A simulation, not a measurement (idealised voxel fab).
The document below concerns the process module designated voxel double patterning.
Cross-sectional view cut (width: 170 nm; square cell size: 5 nm).
Cross-section = grid of square cells, listed top down in bands; band = one or more rows.
Each band's line starts with the height of the band's top and of its bottom, in nm. Then come its materials from left to right, each with its width in nm. One material with "all across" fills the band from edge to edge. "blank" is empty space.
Heights are reckoned from 0. Under this level, the received wafer is all of one material. The bottommost band is open-ended downward, for example "from 0 down".
Width spec "30->40" -> top row of cells at first value, bottom row at second value, equal per-row change in between.
"nothing different", as given for a step, is the statement that not any cell of the cross-section underwent a change during that step.
"Voids lacking openings" lists enclosed empty spaces (at least 8 cells, no open path upward to the top), each as width x height at distance from the left edge, in nm.
Text after the settings on a step's line: the simulator's own remark on that step.
overlay nm: mask offset rightward from planned place, masked step; negative means leftward offset.

**Steps planned for the process**
- 1: RECEIVE,material Si
- 2: CONFORMAL_DEP,material SiN,thk nm 5
- 3: DIRECTIONAL_DEP,material SiO2,thk nm 10
- 4: DIRECTIONAL_DEP,material SiCN,thk nm 5
- 5: DIRECTIONAL_DEP,material aC,thk nm 10
- 6: PATTERN,tone open,mask id FIRST,material resist,width nm 15,pitch nm 50,thk nm 30,overlay nm 0
- 7: DIRECTIONAL_ETCH,etch materials aC,depth nm 10
- 8: STRIP,etch materials resist
- 9: DIRECTIONAL_ETCH,etch materials SiCN,depth nm 5
- 10: STRIP,etch materials aC
- 11: PATTERN,tone open,mask id SECOND,material resist,width nm 15,pitch nm 50,thk nm 20,overlay nm 0
- 12: DIRECTIONAL_ETCH,etch materials SiCN,depth nm 5
- 13: STRIP,etch materials resist
- 14: DIRECTIONAL_ETCH,etch materials SiO2,depth nm 10
- 15: STRIP,etch materials SiCN

**Incoming wafer, cross-sectional view, post step 1**
  from 0 down: Si all across
  Voids lacking openings: none

**Post-module cross-section: identical start and plan to those above, one misstep in execution**
  from 10 to 0: 25 of SiO2 | 15 of blank | 10 of SiO2 | 15 of blank | 10 of SiO2 | 15 of blank | 10 of SiO2 | 15 of blank | 10 of SiO2 | 15 of blank | 30 of SiO2
  from 0 down: Si all across
  Voids lacking openings: none
Plan not followed: step 2 of the plan did not run at all; it was left out
